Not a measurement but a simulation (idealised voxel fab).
This is a process module. Its name is voxel self aligned contacts.
FYI the section here is cut, 250 nm wide, cells are 5 nm squares.
Just so we're on the same page, the cross-sections are grids of square cells, and they're listed out in bands top to bottom, each band one or more rows deep.
Band entry format. Leading values: height of top, height of bottom, nm. Remainder: materials in left-to-right order, each with its width in nm. Special words: "throughout" on a single material, which then fills the band edge to edge; "air", empty space.
Height reference: 0 = level under which incoming wafer is all one material. Lowest band: no bottom, runs on downward, e.g. "0 nm and below".
A width such as "30..40" changes by the same amount from each row of cells to the next, from the band's top row to its bottom row.
Key: "remained unchanged" - step with no changed cell in the cross-section.
Reported under the label "Unvented voids" are the empty spaces having no open way to the top and comprising 8 cells or more; the notation for each is width x height at distance, in which the distance is measured from the left edge and all three values are in nm.
On a step's line, text after the settings is the simulator commenting on that step.
Among the settings permitted on a step's line is "overlay nm"; applied to a step with a mask, it specifies the extent to which the mask lay to the right of its planned position, whereas a negative figure signifies a position to the left.

[plan]
1 RECEIVE (material Si)
2 OXIDIZE (depth nm 5)
3 DIRECTIONAL_DEP (material polySi; thk nm 30)
4 DIRECTIONAL_DEP (material SiN; thk nm 20)
5 DIRECTIONAL_DEP (material aC; thk nm 15)
6 PATTERN (tone cover; mask id GATE; material resist; width nm 35; pitch nm 65; thk nm 30; overlay nm 0)
7 DIRECTIONAL_ETCH (etch materials aC; depth nm 15)
8 STRIP (etch materials resist)
9 DIRECTIONAL_ETCH (etch materials SiN; depth nm 20)
10 DIRECTIONAL_ETCH (etch materials polySi; depth nm 30)
11 STRIP (etch materials aC)
12 CONFORMAL_DEP (material SiN; thk nm 5)
13 DIRECTIONAL_ETCH (etch materials SiN; depth nm 5)
14 FILL_DEP (material SiO2; thk nm 20)
15 CMP (height nm 60)
16 DIRECTIONAL_DEP (material aC; thk nm 15)
17 PATTERN (tone open; mask id CONTACT; material resist; width nm 40; pitch nm 65; thk nm 30; overlay nm 0)
18 DIRECTIONAL_ETCH (etch materials aC; depth nm 15)
19 STRIP (etch materials resist)
20 DIRECTIONAL_ETCH (etch materials SiO2; depth nm 65)
21 STRIP (etch materials aC)
22 CONFORMAL_DEP (material TiN; thk nm 5)
23 FILL_DEP (material Ru; thk nm 5)
24 CMP (height nm 60)
25 CONFORMAL_DEP (material SiCN; thk nm 5)

[Below: the first of two wafers, run as planned]

[Delivered wafer in cross-section: state after step 1]
  0 nm and below: Si throughout
  Unvented voids: none

[So this is the wafer cross-section right after step 2]
  0 nm to -5 nm: SiO2 throughout
  Below -5, the layers are the same as they were.

[So this is the wafer cross-section right after step 3]
  30 nm to 0 nm: polySi throughout
  Below 0, the layers are the same as they were.

[So this is the wafer cross-section right after step 4]
  50 nm to 30 nm: SiN throughout
  Below 30, the layers are the same as they were.

[So this is the wafer cross-section right after step 5]
  65 nm to 50 nm: aC throughout
  Below 50, the layers are the same as they were.

[So this is the wafer cross-section right after step 6]
  95 nm to 65 nm: air (40), resist (35), air (30), resist (35), air (30), resist (35), air (45)
  Below 65, the layers are the same as they were.

[So this is the wafer cross-section right after step 7]
  80 nm to 65 nm: air (40), resist (35), air (30), resist (35), air (30), resist (35), air (45)
  65 nm to 50 nm: air (40), aC (35), air (30), aC (35), air (30), aC (35), air (45)
  Below 50, the layers are the same as they were.

[So this is the wafer cross-section right after step 8]
  65 nm to 50 nm: air (40), aC (35), air (30), aC (35), air (30), aC (35), air (45)
  Below 50, the layers are the same as they were.

[So this is the wafer cross-section right after step 9]
  65 nm to 50 nm: air (40), aC (35), air (30), aC (35), air (30), aC (35), air (45)
  50 nm to 30 nm: air (40), SiN (35), air (30), SiN (35), air (30), SiN (35), air (45)
  Below 30, the layers are the same as they were.

[So this is the wafer cross-section right after step 10]
  65 nm to 50 nm: air (40), aC (35), air (30), aC (35), air (30), aC (35), air (45)
  50 nm to 30 nm: air (40), SiN (35), air (30), SiN (35), air (30), SiN (35), air (45)
  30 nm to 0 nm: air (40), polySi (35), air (30), polySi (35), air (30), polySi (35), air (45)
  Below 0, the layers are the same as they were.

[So this is the wafer cross-section right after step 11]
  50 nm to 30 nm: air (40), SiN (35), air (30), SiN (35), air (30), SiN (35), air (45)
  Below 30, the layers are the same as they were.

[So this is the wafer cross-section right after step 12]
  55 nm to 30 nm: air (35), SiN (45), air (20), SiN (45), air (20), SiN (45), air (40)
  30 nm to 5 nm: air (35), SiN (5), polySi (35), SiN (5), air (20), SiN (5), polySi (35), SiN (5), air (20), SiN (5), polySi (35), SiN (5), air (40)
  5 nm to 0 nm: SiN (40), polySi (35), SiN (30), polySi (35), SiN (30), polySi (35), SiN (45)
  Below 0, the layers are the same as they were.

[So this is the wafer cross-section right after step 13]
  50 nm to 30 nm: air (35), SiN (45), air (20), SiN (45), air (20), SiN (45), air (40)
  30 nm to 0 nm: air (35), SiN (5), polySi (35), SiN (5), air (20), SiN (5), polySi (35), SiN (5), air (20), SiN (5), polySi (35), SiN (5), air (40)
  Below 0, the layers are the same as they were.

[So this is the wafer cross-section right after step 14]
  70 nm to 50 nm: SiO2 throughout
  50 nm to 30 nm: SiO2 (35), SiN (45), SiO2 (20), SiN (45), SiO2 (20), SiN (45), SiO2 (40)
  30 nm to 0 nm: SiO2 (35), SiN (5), polySi (35), SiN (5), SiO2 (20), SiN (5), polySi (35), SiN (5), SiO2 (20), SiN (5), polySi (35), SiN (5), SiO2 (40)
  Below 0, the layers are the same as they were.

[So this is the wafer cross-section right after step 15]
  60 nm to 50 nm: SiO2 throughout
  Below 50, the layers are the same as they were.

[So this is the wafer cross-section right after step 16]
  75 nm to 60 nm: aC throughout
  Below 60, the layers are the same as they were.

[So this is the wafer cross-section right after step 17]
  105 nm to 75 nm: resist (70), air (40), resist (25), air (40), resist (75)
  Below 75, the layers are the same as they were.

[So this is the wafer cross-section right after step 18]
  90 nm to 75 nm: resist (70), air (40), resist (25), air (40), resist (75)
  75 nm to 60 nm: aC (70), air (40), aC (25), air (40), aC (75)
  Below 60, the layers are the same as they were.

[So this is the wafer cross-section right after step 19]
  75 nm to 60 nm: aC (70), air (40), aC (25), air (40), aC (75)
  Below 60, the layers are the same as they were.

[So this is the wafer cross-section right after step 20]
  75 nm to 60 nm: aC (70), air (40), aC (25), air (40), aC (75)
  60 nm to 50 nm: SiO2 (70), air (40), SiO2 (25), air (40), SiO2 (75)
  50 nm to 30 nm: SiO2 (35), SiN (45), air (20), SiN (45), air (20), SiN (45), SiO2 (40)
  30 nm to 0 nm: SiO2 (35), SiN (5), polySi (35), SiN (5), air (20), SiN (5), polySi (35), SiN (5), air (20), SiN (5), polySi (35), SiN (5), SiO2 (40)
  0 nm to -5 nm: SiO2 (80), air (20), SiO2 (45), air (20), SiO2 (85)
  Below -5, the layers are the same as they were.

[So this is the wafer cross-section right after step 21]
  60 nm to 50 nm: SiO2 (70), air (40), SiO2 (25), air (40), SiO2 (75)
  Below 50, the layers are the same as they were.

[So this is the wafer cross-section right after step 22]
  65 nm to 60 nm: TiN (75), air (30), TiN (35), air (30), TiN (80)
  60 nm to 50 nm: SiO2 (70), TiN (5..15), air (30..10), TiN (5..15), SiO2 (25), TiN (5..15), air (30..10), TiN (5..15), SiO2 (75)
  50 nm to 30 nm: SiO2 (35), SiN (45), TiN (5), air (10), TiN (5), SiN (45), TiN (5), air (10), TiN (5), SiN (45), SiO2 (40)
  30 nm to 0 nm: SiO2 (35), SiN (5), polySi (35), SiN (5), TiN (5), air (10), TiN (5), SiN (5), polySi (35), SiN (5), TiN (5), air (10), TiN (5), SiN (5), polySi (35), SiN (5), SiO2 (40)
  0 nm to -5 nm: SiO2 (80), TiN (20), SiO2 (45), TiN (20), SiO2 (85)
  Below -5, the layers are the same as they were.

[So this is the wafer cross-section right after step 23]
  70 nm to 65 nm: Ru throughout
  65 nm to 60 nm: TiN (75), Ru (30), TiN (35), Ru (30), TiN (80)
  60 nm to 50 nm: SiO2 (70), TiN (5..15), Ru (30..10), TiN (5..15), SiO2 (25), TiN (5..15), Ru (30..10), TiN (5..15), SiO2 (75)
  50 nm to 30 nm: SiO2 (35), SiN (45), TiN (5), Ru (10), TiN (5), SiN (45), TiN (5), Ru (10), TiN (5), SiN (45), SiO2 (40)
  30 nm to 0 nm: SiO2 (35), SiN (5), polySi (35), SiN (5), TiN (5), Ru (10), TiN (5), SiN (5), polySi (35), SiN (5), TiN (5), Ru (10), TiN (5), SiN (5), polySi (35), SiN (5), SiO2 (40)
  Below 0, the layers are the same as they were.

[So this is the wafer cross-section right after step 24]
  60 nm to 50 nm: SiO2 (70), TiN (5..15), Ru (30..10), TiN (5..15), SiO2 (25), TiN (5..15), Ru (30..10), TiN (5..15), SiO2 (75)
  Below 50, the layers are the same as they were.

[So this is the wafer cross-section right after step 25]
  65 nm to 60 nm: SiCN throughout
  Below 60, the layers are the same as they were.

[It is to be noted that the second wafer proceeded from the same initial state and according to the same plan as the first, although one mistake was committed in its execution; through step 16, inclusive, the two wafers share an identical history]

[Cross-section of the second wafer at the time by which step 17 should have been completed according to the plan]
  105 nm to 75 nm: resist (75), air (30), resist (35), air (30), resist (80)
  Below 75, the layers are the same as they were.

[Cross-section of the second wafer at the time by which step 18 should have been completed according to the plan]
  90 nm to 75 nm: resist (75), air (30), resist (35), air (30), resist (80)
  75 nm to 60 nm: aC (75), air (30), aC (35), air (30), aC (80)
  Below 60, the layers are the same as they were.

[Cross-section of the second wafer at the time by which step 19 should have been completed according to the plan]
  75 nm to 60 nm: aC (75), air (30), aC (35), air (30), aC (80)
  Below 60, the layers are the same as they were.

[Cross-section of the second wafer at the time by which step 20 should have been completed according to the plan]
  75 nm to 60 nm: aC (75), air (30), aC (35), air (30), aC (80)
  60 nm to 50 nm: SiO2 (75), air (30), SiO2 (35), air (30), SiO2 (80)
  50 nm to 30 nm: SiO2 (35), SiN (45), air (20), SiN (45), air (20), SiN (45), SiO2 (40)
  30 nm to 0 nm: SiO2 (35), SiN (5), polySi (35), SiN (5), air (20), SiN (5), polySi (35), SiN (5), air (20), SiN (5), polySi (35), SiN (5), SiO2 (40)
  0 nm to -5 nm: SiO2 (80), air (20), SiO2 (45), air (20), SiO2 (85)
  Below -5, the layers are the same as they were.

[Cross-section of the second wafer at the time by which step 21 should have been completed according to the plan]
  60 nm to 50 nm: SiO2 (75), air (30), SiO2 (35), air (30), SiO2 (80)
  Below 50, the layers are the same as they were.

[Cross-section of the second wafer at the time by which step 22 should have been completed according to the plan]
  65 nm to 60 nm: TiN (80), air (20), TiN (45), air (20), TiN (85)
  60 nm to 50 nm: SiO2 (75), TiN (5..10), air (20..10), TiN (5..10), SiO2 (35), TiN (5..10), air (20..10), TiN (5..10), SiO2 (80)
  50 nm to 30 nm: SiO2 (35), SiN (45), TiN (5), air (10), TiN (5), SiN (45), TiN (5), air (10), TiN (5), SiN (45), SiO2 (40)
  30 nm to 0 nm: SiO2 (35), SiN (5), polySi (35), SiN (5), TiN (5), air (10), TiN (5), SiN (5), polySi (35), SiN (5), TiN (5), air (10), TiN (5), SiN (5), polySi (35), SiN (5), SiO2 (40)
  0 nm to -5 nm: SiO2 (80), TiN (20), SiO2 (45), TiN (20), SiO2 (85)
  Below -5, the layers are the same as they were.

[Cross-section of the second wafer at the time by which step 23 should have been completed according to the plan]
  70 nm to 65 nm: Ru throughout
  65 nm to 60 nm: TiN (80), Ru (20), TiN (45), Ru (20), TiN (85)
  60 nm to 50 nm: SiO2 (75), TiN (5..10), Ru (20..10), TiN (5..10), SiO2 (35), TiN (5..10), Ru (20..10), TiN (5..10), SiO2 (80)
  50 nm to 30 nm: SiO2 (35), SiN (45), TiN (5), Ru (10), TiN (5), SiN (45), TiN (5), Ru (10), TiN (5), SiN (45), SiO2 (40)
  30 nm to 0 nm: SiO2 (35), SiN (5), polySi (35), SiN (5), TiN (5), Ru (10), TiN (5), SiN (5), polySi (35), SiN (5), TiN (5), Ru (10), TiN (5), SiN (5), polySi (35), SiN (5), SiO2 (40)
  Below 0, the layers are the same as they were.

[Cross-section of the second wafer at the time by which step 24 should have been completed according to the plan]
  60 nm to 50 nm: SiO2 (75), TiN (5..10), Ru (20..10), TiN (5..10), SiO2 (35), TiN (5..10), Ru (20..10), TiN (5..10), SiO2 (80)
  Below 50, the layers are the same as they were.

[Cross-section of the second wafer at the time by which step 25 should have been completed according to the plan]
  65 nm to 60 nm: SiCN throughout
  Below 60, the layers are the same as they were.
Misprocessing identified: step 17 deviated from plan and actually ran as PATTERN (tone open; mask id CONTACT; material resist; width nm 30; pitch nm 65; thk nm 30; overlay nm 0)
Final tally in cells, some materials are higher or lower on the second wafer than on the first: Ru: 4 fewer; SiO2: 8 more; TiN: 4 fewer
